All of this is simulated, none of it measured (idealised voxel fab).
Name of the process module below: voxel plated lines
Xsec cut, 240 nm wide, square cell size 5 nm.
A cross-section is written here as square cells arranged in a grid, and it is given in bands from the top down, each band taking up one or more rows of cells.
Look at the band entry: it leads with the top's height and the bottom's height in nm. Then it lists the materials left to right, with a width in nm for each. The word "throughout" on a single material says that material fills the band edge to edge. The word "empty" is empty space.
Measure heights from 0. That's the level where, below it, the as-received wafer is all one material. The lowest band is bottomless and extends downward; write it as in "0 down".
Read "30..40" as a graded width: first number on top, second number at the bottom, same change between each pair of neighbouring rows.
"no change occurred" -> step changed no cross-section cell.
Enclosed voids (no open way to top), threshold 8 cells or more, entry "Closed void inventory", notation width x height at distance, distance from left edge, nm.
On a step's line, text after the settings is the simulator commenting on that step.
overlay nm: for a step with a mask, the amount by which the mask lay right of where it was planned; a negative amount means left of it.
Planned process steps:
- 1: RECEIVE | material Si
- 2: CONFORMAL_DEP | material SiO2 | thk nm 5
- 3: DIRECTIONAL_DEP | material TiN | thk nm 5
- 4: PATTERN | tone open | mask id LINES | material resist | width nm 25 | pitch nm 50 | thk nm 25 | overlay nm 0
- 5: EPI | material Ru | thk nm 5
- 6: EPI | material Ru | thk nm 10
- 7: STRIP | etch materials resist
- 8: DIRECTIONAL_ETCH | etch materials TiN | depth nm 5
- 9: CONFORMAL_DEP | material SiCN | thk nm 5
Cross-section: wafer on arrival = after step 1:
* 0 down = Si throughout
* Closed void inventory: none
A wafer at the end: this start, this plan, one mistake:
* 40 to 35 = empty 50 nm, SiCN 35 nm, empty 15 nm, SiCN 35 nm, empty 15 nm, SiCN 35 nm, empty 55 nm
* 35 to 10 = empty 50 nm, SiCN 5 nm, Ru 25 nm, SiCN 5 nm, empty 15 nm, SiCN 5 nm, Ru 25 nm, SiCN 5 nm, empty 15 nm, SiCN 5 nm, Ru 25 nm, SiCN 5 nm, empty 55 nm
* 10 to 5 = SiCN 55 nm, TiN 25 nm, SiCN 25 nm, TiN 25 nm, SiCN 25 nm, TiN 25 nm, SiCN 60 nm
* 5 to 0 = SiO2 throughout
* 0 down = Si throughout
* Closed void inventory: none
Run error: in the plan, step 6 was performed twice
